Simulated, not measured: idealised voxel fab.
process module | voxel transistor to metal
cross-section cut | 155 nm wide | cells 5 nm
A cross-section is a grid of square cells, given in bands from the top down. A band is one or more rows of cells.
Each band's line starts with the height of the band's top and of its bottom, in nm. Then come its materials from left to right, each with its width in nm. One material with "throughout" fills the band from edge to edge. "air" is empty space.
Height 0 is the level under which the wafer as received is all one material. The lowest band goes on downwards, as in "0 down".
A width such as "30 to 40" changes by the same amount from each row of cells to the next, from the band's top row to its bottom row.
"no change" after a step means that no cell of the cross-section changed.
closed voids: empty space of 8 cells or more with no open way to the top, each as width x height at its distance from the left edge, in nm
after a step's settings: what the simulator itself notes on the step
overlay nm, on a step with a mask: how far to the right of its planned place the mask lay; to the left if negative
plan
1 op RECEIVE | material Si
2 op CONFORMAL_DEP | material SiO2 | thk nm 5
3 op CONFORMAL_DEP | material SiN | thk nm 15
4 op MASKED_ETCH | tone cover | mask id ACTIVE | width nm 95 | etch materials SiN | depth nm 15 | overlay nm 0
5 op MASKED_ETCH | tone cover | mask id ACTIVE | width nm 95 | etch materials SiO2 | depth nm 5 | overlay nm 0
6 op MASKED_ETCH | tone cover | mask id ACTIVE | width nm 95 | etch materials Si | depth nm 25 | overlay nm 0
7 op FILL_DEP | material SiO2 | thk nm 5
8 op CMP | height nm 20
9 op SELECTIVE_ETCH | etch materials SiO2 | depth nm 15
10 op STRIP | etch materials SiN
11 op SELECTIVE_ETCH | etch materials SiO2 | depth nm 5
12 op OXIDIZE | depth nm 5
13 op DIRECTIONAL_DEP | material polySi | thk nm 20
14 op DIRECTIONAL_DEP | material SiCN | thk nm 10
15 op DIRECTIONAL_DEP | material aC | thk nm 10
16 op PATTERN | tone cover | mask id GATE | material resist | width nm 25 | thk nm 25 | overlay nm 0
17 op DIRECTIONAL_ETCH | etch materials aC | depth nm 10
18 op STRIP | etch materials resist
19 op DIRECTIONAL_ETCH | etch materials SiCN | depth nm 20
20 op DIRECTIONAL_ETCH | etch materials polySi | depth nm 30
21 op STRIP | etch materials aC
22 op CONFORMAL_DEP | material SiO2 | thk nm 5
23 op DIRECTIONAL_ETCH | etch materials SiO2 | depth nm 5
24 op CONFORMAL_DEP | material SiN | thk nm 5
25 op DIRECTIONAL_ETCH | etch materials SiN | depth nm 5
26 op DIRECTIONAL_ETCH | etch materials SiO2 | depth nm 5
27 op EPI | material pSi | thk nm 5
28 op FILL_DEP | material SiO2 | thk nm 10
29 op CMP | height nm 20
30 op STRIP | etch materials polySi
31 op SELECTIVE_ETCH | etch materials SiO2 | depth nm 5
32 op CONFORMAL_DEP | material HfO2 | thk nm 5
33 op CONFORMAL_DEP | material TiN | thk nm 5
34 op FILL_DEP | material W | thk nm 5
35 op CMP | height nm 15
36 op DIRECTIONAL_DEP | material SiO2 | thk nm 15
37 op MASKED_ETCH | tone open | mask id CONTACT | width nm 15 | pitch nm 70 | etch materials SiO2 | depth nm 30 | overlay nm 0
38 op CONFORMAL_DEP | material TiN | thk nm 5
39 op FILL_DEP | material Ru | thk nm 5
40 op CMP | height nm 30
41 op DIRECTIONAL_DEP | material TiN | thk nm 5
42 op DIRECTIONAL_DEP | material W | thk nm 15
43 op PATTERN | tone cover | mask id METAL_1 | material resist | width nm 15 | pitch nm 70 | thk nm 15 | overlay nm 0
44 op DIRECTIONAL_ETCH | etch materials W | depth nm 15
45 op DIRECTIONAL_ETCH | etch materials TiN | depth nm 5
46 op STRIP | etch materials resist
47 op CONFORMAL_DEP | material SiCN | thk nm 5
48 op FILL_DEP | material SiO2 | thk nm 5
49 op CMP | height nm 50
50 op CONFORMAL_DEP | material SiCN | thk nm 5
51 op DIRECTIONAL_DEP | material SiO2 | thk nm 35
52 op PATTERN | tone open | mask id METAL_2 | material resist | width nm 15 | pitch nm 70 | thk nm 20 | overlay nm 0
53 op DIRECTIONAL_ETCH | etch materials SiO2 | depth nm 20
54 op STRIP | etch materials resist
55 op PATTERN | tone open | mask id METAL_2_HOLES | material resist | width nm 15 | pitch nm 70 | thk nm 15 | overlay nm 0
56 op DIRECTIONAL_ETCH | etch materials SiO2 | depth nm 15
57 op DIRECTIONAL_ETCH | etch materials SiCN | depth nm 5
58 op STRIP | etch materials resist
59 op CONFORMAL_DEP | material TiN | thk nm 5
60 op FILL_DEP | material Ru | thk nm 5
61 op CMP | height nm 90
62 op CONFORMAL_DEP | material SiCN | thk nm 5
as received, after step 1
  0 down: Si throughout
  closed voids: none
a wafer at the end: this start, this plan, one mistake
  95 to 90: SiCN throughout
  90 to 55: SiO2 35 | TiN 5 | Ru 5 | TiN 5 | SiO2 55 | TiN 5 | Ru 5 | TiN 5 | SiO2 35
  55 to 50: SiCN 35 | TiN 15 | SiCN 55 | TiN 15 | SiCN 35
  50 to 35: SiO2 30 | SiCN 5 | W 15 | SiCN 5 | SiO2 45 | SiCN 5 | W 15 | SiCN 5 | SiO2 30
  35 to 30: SiCN 35 | TiN 15 | SiCN 55 | TiN 15 | SiCN 35
  30 to 20: SiO2 35 | TiN 5 | Ru 5 | TiN 5 | SiO2 55 | TiN 5 | Ru 5 | TiN 5 | SiO2 35
  20 to 15: SiO2 35 | TiN 5 | Ru 5 | TiN 5 | SiO2 55 | TiN 15 | SiO2 35
  15 to 5: SiO2 35 | TiN 5 | Ru 5 | TiN 5 | SiO2 15 | SiN 5 | HfO2 5 | TiN 5 | W 15 | TiN 5 | HfO2 5 | SiN 5 | TiN 10 | SiO2 35
  5 to 0: SiO2 35 | TiN 15 | SiO2 15 | SiN 5 | HfO2 5 | TiN 25 | HfO2 5 | SiN 5 | TiN 10 | SiO2 35
  0 to -5: SiO2 25 | pSi 40 | SiO2 5 | HfO2 35 | SiO2 5 | pSi 20 | SiO2 25
  -5 to -25: SiO2 30 | Si 95 | SiO2 30
  -25 down: Si throughout
  closed voids: none
what went wrong: step 16 ran as: op PATTERN | tone cover | mask id GATE | material resist | width nm 25 | thk nm 25 | overlay nm 10
